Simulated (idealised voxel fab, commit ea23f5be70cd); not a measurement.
process module | voxel wiring stack
cross-section cut | 255 nm wide | cells 5 nm
A cross-section is a grid of square cells, given in bands from the top down. A band is one or more rows of cells.
Each band's line starts with the height of the band's top and of its bottom, in nm. Then come its materials from left to right, each with its width in nm. One material with "throughout" fills the band from edge to edge. "air" is empty space.
Height 0 is the level under which the wafer as received is all one material. The lowest band goes on downwards, as in "0 down".
A width such as "30 to 40" changes by the same amount from each row of cells to the next, from the band's top row to its bottom row.
"no change" after a step means that no cell of the cross-section changed.
closed voids: empty space of 8 cells or more with no open way to the top, each as width x height at its distance from the left edge, in nm
after a step's settings: what the simulator itself notes on the step
overlay nm, on a step with a mask: how far to the right of its planned place the mask lay; to the left if negative
plan
1 op RECEIVE | material Si
2 op CONFORMAL_DEP | material SiO2 | thk nm 15
3 op CONFORMAL_DEP | material SiN | thk nm 5
4 op DIRECTIONAL_DEP | material lowk | thk nm 15
5 op DIRECTIONAL_DEP | material aC | thk nm 10
6 op PATTERN | tone open | mask id METAL_1 | material resist | width nm 20 | pitch nm 35 | thk nm 25 | overlay nm 0
7 op DIRECTIONAL_ETCH | etch materials aC | depth nm 10
8 op STRIP | etch materials resist
9 op DIRECTIONAL_ETCH | etch materials lowk | depth nm 15
10 op DIRECTIONAL_ETCH | etch materials SiN | depth nm 5
11 op STRIP | etch materials aC
12 op CONFORMAL_DEP | material TiN | thk nm 5
13 op FILL_DEP | material Cu | thk nm 10
14 op CMP | height nm 35
15 op CONFORMAL_DEP | material SiCN | thk nm 5
16 op DIRECTIONAL_DEP | material lowk | thk nm 30
17 op PATTERN | tone open | mask id METAL_2_HOLES | material resist | width nm 15 | pitch nm 70 | thk nm 15 | overlay nm 0
18 op DIRECTIONAL_ETCH | etch materials lowk | depth nm 30
19 op STRIP | etch materials resist
20 op MASKED_ETCH | tone open | mask id METAL_2 | width nm 20 | pitch nm 35 | etch materials lowk | depth nm 20 | overlay nm 0
21 op MASKED_ETCH | tone open | mask id METAL_2 | width nm 20 | pitch nm 35 | etch materials SiCN | depth nm 5 | overlay nm 0
22 op CONFORMAL_DEP | material TiN | thk nm 5
23 op FILL_DEP | material Cu | thk nm 5
24 op CMP | height nm 70
25 op CONFORMAL_DEP | material SiN | thk nm 5
as received, after step 1
  0 down: Si throughout
  closed voids: none
a wafer at the end: this start, this plan, one mistake
  75 to 70: SiN throughout
  70 to 55: lowk 65 | TiN 5 | Cu 10 | TiN 5 | lowk 15 | TiN 5 | Cu 10 | TiN 5 | lowk 15 | TiN 5 | Cu 10 | TiN 5 | lowk 15 | TiN 5 | Cu 10 | TiN 5 | lowk 65
  55 to 50: lowk 65 | TiN 5 | Cu 5 | TiN 10 | lowk 15 | TiN 20 | lowk 15 | TiN 5 | Cu 5 | TiN 10 | lowk 15 | TiN 20 | lowk 65
  50 to 40: lowk 65 | TiN 5 | Cu 5 | TiN 5 | lowk 55 | TiN 5 | Cu 5 | TiN 5 | lowk 105
  40 to 35: SiCN 65 | TiN 15 | SiCN 55 | TiN 15 | SiCN 105
  35 to 20: lowk 70 | TiN 5 | Cu 5 | TiN 5 | lowk 20 | TiN 5 | Cu 5 | TiN 5 | lowk 20 | TiN 5 | Cu 5 | TiN 5 | lowk 20 | TiN 5 | Cu 5 | TiN 5 | lowk 65
  20 to 15: SiN 70 | TiN 15 | SiN 20 | TiN 15 | SiN 20 | TiN 15 | SiN 20 | TiN 15 | SiN 65
  15 to 0: SiO2 throughout
  0 down: Si throughout
  closed voids: none
what went wrong: step 6 ran as: op PATTERN | tone open | mask id METAL_1 | material resist | width nm 15 | pitch nm 35 | thk nm 25 | overlay nm 0
